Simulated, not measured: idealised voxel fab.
process module | voxel tone inversion
cross-section cut | 215 nm wide | cells 5 nm
A cross-section is a grid of square cells, given in bands from the top down. A band is one or more rows of cells.
Each band's line starts with the height of the band's top and of its bottom, in nm. Then come its materials from left to right, each with its width in nm. One material with "throughout" fills the band from edge to edge. "air" is empty space.
Height 0 is the level under which the wafer as received is all one material. The lowest band goes on downwards, as in "0 down".
A width such as "30 to 40" changes by the same amount from each row of cells to the next, from the band's top row to its bottom row.
"no change" after a step means that no cell of the cross-section changed.
closed voids: empty space of 8 cells or more with no open way to the top, each as width x height at its distance from the left edge, in nm
after a step's settings: what the simulator itself notes on the step
overlay nm, on a step with a mask: how far to the right of its planned place the mask lay; to the left if negative
plan
1 op RECEIVE | material Si
2 op CONFORMAL_DEP | material SiN | thk nm 5
3 op DIRECTIONAL_DEP | material aC | thk nm 15
4 op PATTERN | tone cover | mask id POSTS | material resist | width nm 20 | pitch nm 50 | thk nm 20 | overlay nm 0
5 op DIRECTIONAL_ETCH | etch materials aC | depth nm 15
6 op STRIP | etch materials resist
7 op FILL_DEP | material lowk | thk nm 5
8 op CMP | height nm 20
9 op STRIP | etch materials aC
first wafer, as planned
as received, after step 1
  0 down: Si throughout
  closed voids: none
after step 2
  5 to 0: SiN throughout
  below 0: unchanged
after step 3
  20 to 5: aC throughout
  below 5: unchanged
after step 4
  40 to 20: air 20 | resist 20 | air 30 | resist 20 | air 30 | resist 20 | air 30 | resist 20 | air 25
  below 20: unchanged
after step 5
  25 to 20: air 20 | resist 20 | air 30 | resist 20 | air 30 | resist 20 | air 30 | resist 20 | air 25
  20 to 5: air 20 | aC 20 | air 30 | aC 20 | air 30 | aC 20 | air 30 | aC 20 | air 25
  below 5: unchanged
after step 6
  20 to 5: air 20 | aC 20 | air 30 | aC 20 | air 30 | aC 20 | air 30 | aC 20 | air 25
  below 5: unchanged
after step 7
  25 to 20: lowk throughout
  20 to 5: lowk 20 | aC 20 | lowk 30 | aC 20 | lowk 30 | aC 20 | lowk 30 | aC 20 | lowk 25
  below 5: unchanged
after step 8
  20 to 5: lowk 20 | aC 20 | lowk 30 | aC 20 | lowk 30 | aC 20 | lowk 30 | aC 20 | lowk 25
  below 5: unchanged
after step 9
  20 to 5: lowk 20 | air 20 | lowk 30 | air 20 | lowk 30 | air 20 | lowk 30 | air 20 | lowk 25
  below 5: unchanged
second wafer: like start, like plan, one mistake. Through step 3 it matches the first wafer
when step 4 should have ended
  40 to 20: resist 20 | air 20 | resist 30 | air 20 | resist 30 | air 20 | resist 30 | air 20 | resist 25
  below 20: unchanged
when step 5 should have ended
  25 to 20: resist 20 | air 20 | resist 30 | air 20 | resist 30 | air 20 | resist 30 | air 20 | resist 25
  20 to 5: aC 20 | air 20 | aC 30 | air 20 | aC 30 | air 20 | aC 30 | air 20 | aC 25
  below 5: unchanged
when step 6 should have ended
  20 to 5: aC 20 | air 20 | aC 30 | air 20 | aC 30 | air 20 | aC 30 | air 20 | aC 25
  below 5: unchanged
when step 7 should have ended
  25 to 20: lowk throughout
  20 to 5: aC 20 | lowk 20 | aC 30 | lowk 20 | aC 30 | lowk 20 | aC 30 | lowk 20 | aC 25
  below 5: unchanged
when step 8 should have ended
  20 to 5: aC 20 | lowk 20 | aC 30 | lowk 20 | aC 30 | lowk 20 | aC 30 | lowk 20 | aC 25
  below 5: unchanged
when step 9 should have ended
  20 to 5: air 20 | lowk 20 | air 30 | lowk 20 | air 30 | lowk 20 | air 30 | lowk 20 | air 25
  below 5: unchanged
what went wrong: step 4 ran as: op PATTERN | tone open | mask id POSTS | material resist | width nm 20 | pitch nm 50 | thk nm 20 | overlay nm 0
at the end the second wafer has, in cells: 33 fewer of lowk
